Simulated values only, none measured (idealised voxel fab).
A process module follows: voxel self aligned contacts.
For reference, the cross-section in this document is cut, with width 270 nm and square cells of 5 nm.
Cross-section, as written here: a square-cell grid given band by band from the top down, where a band holds one or more rows of cells.
Quick guide to a band line: top height, bottom height (nm) up front; then every material left to right with its width in nm. Only one material and it's marked "all across"? Then it fills the band edge to edge. And "blank" just means empty space.
The level at which height equals 0 is the one under which the wafer, as it arrives, is entirely one material. No lower edge exists for the bottom band, which continues downward and is notated as in "0 -> down".
Graded width ("30->40"): value in top row of band = first number; value in bottom row = second number; row-to-row change constant.
"no change", as given for a step, is the statement that not any cell of the cross-section underwent a change during that step.
So "Cavities, closed" is basically the list of trapped voids: any empty space of 8 cells or more that can't reach the top through an opening. They're written width x height at distance, the distance being from the left edge, and it's all nm.
Step line, after settings: the simulator's comment on this step.
"overlay nm" on a masked step: distance the mask lay right of its planned place, negative for left.
Steps in the process plan
step 1: RECEIVE (material Si)
step 2: OXIDIZE (depth nm 5)
step 3: DIRECTIONAL_DEP (material polySi; thk nm 30)
step 4: DIRECTIONAL_DEP (material SiN; thk nm 20)
step 5: DIRECTIONAL_DEP (material aC; thk nm 10)
step 6: PATTERN (tone cover; mask id GATE; material resist; width nm 30; pitch nm 75; thk nm 30; overlay nm 0)
step 7: DIRECTIONAL_ETCH (etch materials aC; depth nm 10)
step 8: STRIP (etch materials resist)
step 9: DIRECTIONAL_ETCH (etch materials SiN; depth nm 20)
step 10: DIRECTIONAL_ETCH (etch materials polySi; depth nm 30)
step 11: STRIP (etch materials aC)
step 12: CONFORMAL_DEP (material SiN; thk nm 10)
step 13: DIRECTIONAL_ETCH (etch materials SiN; depth nm 10)
step 14: FILL_DEP (material SiO2; thk nm 20)
step 15: CMP (height nm 60)
step 16: DIRECTIONAL_DEP (material aC; thk nm 10)
step 17: PATTERN (tone open; mask id CONTACT; material resist; width nm 45; thk nm 30; overlay nm 0)
step 18: DIRECTIONAL_ETCH (etch materials aC; depth nm 10)
step 19: STRIP (etch materials resist)
step 20: DIRECTIONAL_ETCH (etch materials SiO2; depth nm 65)
step 21: STRIP (etch materials aC)
step 22: CONFORMAL_DEP (material TiN; thk nm 5)
step 23: FILL_DEP (material Ru; thk nm 5)
step 24: CMP (height nm 60)
step 25: CONFORMAL_DEP (material SiN; thk nm 5)
The value of width nm given for step 17 in the plan refers to the first wafer; the wafers vary in this setting and are alike at the start.
The first of several wafers as received, shown in cross-section; this is its state after step 1
* 0 -> down: Si all across
* Cavities, closed: none
Module end state after final step 25: cross-section of the first of several wafers
* 65 -> 60: SiN all across
* 60 -> 50: SiO2=110  TiN=5->15  Ru=35->15  TiN=5->15  SiO2=115
* 50 -> 30: SiO2=70  SiN=50  TiN=5  Ru=15  TiN=5  SiN=50  SiO2=75
* 30 -> 0: SiO2=70  SiN=10  polySi=30  SiN=10  TiN=5  Ru=15  TiN=5  SiN=10  polySi=30  SiN=10  SiO2=75
* 0 -> -5: SiO2=120  TiN=25  SiO2=125
* -5 -> down: Si all across
* Cavities, closed: none
Sectional view of the last wafer upon completion of the module
* 65 -> 60: SiN all across
* 60 -> 50: SiO2=100  TiN=5->25  Ru=60->15  TiN=5->30  SiO2=100
* 50 -> 30: SiO2=70  SiN=50  TiN=5  Ru=15  TiN=5  SiN=50  SiO2=75
* 30 -> 0: SiO2=70  SiN=10  polySi=30  SiN=10  TiN=5  Ru=15  TiN=5  SiN=10  polySi=30  SiN=10  SiO2=75
* 0 -> -5: SiO2=120  TiN=25  SiO2=125
* -5 -> down: Si all across
* Cavities, closed: none
For your reference, the table is organized with a row per wafer; each row reflects the wafer at the end of the module, indicating for each material the cells gained (+) or lost (-) since receipt, and thereafter its closed voids
width nm 45 | +40 Ru | -54 Si | +182 SiN | +429 SiO2 | +33 TiN | +72 polySi | Cavities, closed: none
width nm 50 | +41 Ru | -54 Si | +182 SiN | +427 SiO2 | +34 TiN | +72 polySi | Cavities, closed: none
width nm 55 | +42 Ru | -54 Si | +182 SiN | +425 SiO2 | +35 TiN | +72 polySi | Cavities, closed: none
width nm 60 | +43 Ru | -54 Si | +182 SiN | +423 SiO2 | +36 TiN | +72 polySi | Cavities, closed: none
width nm 65 | +44 Ru | -54 Si | +182 SiN | +421 SiO2 | +37 TiN | +72 polySi | Cavities, closed: none
width nm 70 | +45 Ru | -54 Si | +182 SiN | +419 SiO2 | +38 TiN | +72 polySi | Cavities, closed: none
